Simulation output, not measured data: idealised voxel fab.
Module name: voxel spacer lines (process module)
Cross-section cut: width 215 nm, square cells of 5 nm.
Just so we're on the same page, the cross-sections are grids of square cells, and they're listed out in bands top to bottom, each band one or more rows deep.
Basically the band line says how high the top is and how high the bottom is, in nm, and then what's in it from left to right, every material with its width in nm. Empty space shows up as "air", and if a single material carries "full width" it runs the full band edge to edge.
Beneath 0, the wafer as received is one material, and that level is where height counting begins. The lowest band goes on downward without a bottom; it is written like "0 nm and below".
Width: "30..40" (first number = top row, second number = bottom row, same change from row to row of cells).
Key: "nothing got changed" - step with no changed cell in the cross-section.
You'll see "Closed void entries" listing empty spaces that have no way open to the top, as long as they're 8 cells or more; the notation is width x height at distance, where the distance is from the left edge, and all of it is in nm.
Heads up: the bit after the settings on a step's line is the simulator's remark on that step.
overlay nm: for a step with a mask, the amount by which the mask lay right of where it was planned; a negative amount means left of it.
## plan
step 1: RECEIVE,material Si
step 2: CONFORMAL_DEP,material Al2O3,thk nm 10
step 3: DIRECTIONAL_DEP,material SiN,thk nm 15
step 4: DIRECTIONAL_DEP,material polySi,thk nm 30
step 5: PATTERN,tone cover,mask id MANDREL,material resist,width nm 20,pitch nm 60,thk nm 35,overlay nm 0
step 6: DIRECTIONAL_ETCH,etch materials polySi,depth nm 30
step 7: STRIP,etch materials resist
step 8: CONFORMAL_DEP,material SiO2,thk nm 10
step 9: DIRECTIONAL_ETCH,etch materials SiO2,depth nm 10
step 10: STRIP,etch materials polySi
step 11: DIRECTIONAL_ETCH,etch materials SiN,depth nm 15
step 12: STRIP,etch materials SiO2
## Wafer, first of two, run as planned
## Cross-section of the wafer upon arrival, representing the state reached after step 1
0 nm and below | Si full width
Closed void entries: none
## Wafer section view after processing step 2
10 nm to 0 nm | Al2O3 full width
Below 0, no change.
## Wafer section view after processing step 3
25 nm to 10 nm | SiN full width
Below 10, no change.
## Wafer section view after processing step 4
55 nm to 25 nm | polySi full width
Below 25, no change.
## Wafer section view after processing step 5
90 nm to 55 nm | air: 65 | resist: 20 | air: 40 | resist: 20 | air: 70
Below 55, no change.
## Wafer section view after processing step 6
90 nm to 55 nm | air: 65 | resist: 20 | air: 40 | resist: 20 | air: 70
55 nm to 25 nm | air: 65 | polySi: 20 | air: 40 | polySi: 20 | air: 70
Below 25, no change.
## Wafer section view after processing step 7
55 nm to 25 nm | air: 65 | polySi: 20 | air: 40 | polySi: 20 | air: 70
Below 25, no change.
## Wafer section view after processing step 8
65 nm to 55 nm | air: 55 | SiO2: 40 | air: 20 | SiO2: 40 | air: 60
55 nm to 35 nm | air: 55 | SiO2: 10 | polySi: 20 | SiO2: 10 | air: 20 | SiO2: 10 | polySi: 20 | SiO2: 10 | air: 60
35 nm to 25 nm | SiO2: 65 | polySi: 20 | SiO2: 40 | polySi: 20 | SiO2: 70
Below 25, no change.
## Wafer section view after processing step 9
55 nm to 25 nm | air: 55 | SiO2: 10 | polySi: 20 | SiO2: 10 | air: 20 | SiO2: 10 | polySi: 20 | SiO2: 10 | air: 60
Below 25, no change.
## Wafer section view after processing step 10
55 nm to 25 nm | air: 55 | SiO2: 10 | air: 20 | SiO2: 10 | air: 20 | SiO2: 10 | air: 20 | SiO2: 10 | air: 60
Below 25, no change.
## Wafer section view after processing step 11
55 nm to 25 nm | air: 55 | SiO2: 10 | air: 20 | SiO2: 10 | air: 20 | SiO2: 10 | air: 20 | SiO2: 10 | air: 60
25 nm to 10 nm | air: 55 | SiN: 10 | air: 20 | SiN: 10 | air: 20 | SiN: 10 | air: 20 | SiN: 10 | air: 60
Below 10, no change.
## Wafer section view after processing step 12
25 nm to 10 nm | air: 55 | SiN: 10 | air: 20 | SiN: 10 | air: 20 | SiN: 10 | air: 20 | SiN: 10 | air: 60
Below 10, no change.
## The remaining wafer, second of the two, started like the first and was run to the same plan, except that one mistake was made along the way; the two coincide through step 2, inclusive
## At the planned end of step 3, the second wafer in cross-section
15 nm to 10 nm | SiN full width
Below 10, no change.
## At the planned end of step 4, the second wafer in cross-section
45 nm to 15 nm | polySi full width
Below 15, no change.
## At the planned end of step 5, the second wafer in cross-section
80 nm to 45 nm | air: 65 | resist: 20 | air: 40 | resist: 20 | air: 70
Below 45, no change.
## At the planned end of step 6, the second wafer in cross-section
80 nm to 45 nm | air: 65 | resist: 20 | air: 40 | resist: 20 | air: 70
45 nm to 15 nm | air: 65 | polySi: 20 | air: 40 | polySi: 20 | air: 70
Below 15, no change.
## At the planned end of step 7, the second wafer in cross-section
45 nm to 15 nm | air: 65 | polySi: 20 | air: 40 | polySi: 20 | air: 70
Below 15, no change.
## At the planned end of step 8, the second wafer in cross-section
55 nm to 45 nm | air: 55 | SiO2: 40 | air: 20 | SiO2: 40 | air: 60
45 nm to 25 nm | air: 55 | SiO2: 10 | polySi: 20 | SiO2: 10 | air: 20 | SiO2: 10 | polySi: 20 | SiO2: 10 | air: 60
25 nm to 15 nm | SiO2: 65 | polySi: 20 | SiO2: 40 | polySi: 20 | SiO2: 70
Below 15, no change.
## At the planned end of step 9, the second wafer in cross-section
45 nm to 15 nm | air: 55 | SiO2: 10 | polySi: 20 | SiO2: 10 | air: 20 | SiO2: 10 | polySi: 20 | SiO2: 10 | air: 60
Below 15, no change.
## At the planned end of step 10, the second wafer in cross-section
45 nm to 15 nm | air: 55 | SiO2: 10 | air: 20 | SiO2: 10 | air: 20 | SiO2: 10 | air: 20 | SiO2: 10 | air: 60
Below 15, no change.
## At the planned end of step 11, the second wafer in cross-section
45 nm to 15 nm | air: 55 | SiO2: 10 | air: 20 | SiO2: 10 | air: 20 | SiO2: 10 | air: 20 | SiO2: 10 | air: 60
15 nm to 10 nm | air: 55 | SiN: 10 | air: 20 | SiN: 10 | air: 20 | SiN: 10 | air: 20 | SiN: 10 | air: 60
Below 10, no change.
## At the planned end of step 12, the second wafer in cross-section
15 nm to 10 nm | air: 55 | SiN: 10 | air: 20 | SiN: 10 | air: 20 | SiN: 10 | air: 20 | SiN: 10 | air: 60
Below 10, no change.
what went wrong: step 3 was not run as planned; what actually ran was DIRECTIONAL_DEP,material SiN,thk nm 5
The second wafer ends with more or fewer cells of some materials than the first, per final count: 16 fewer of SiN
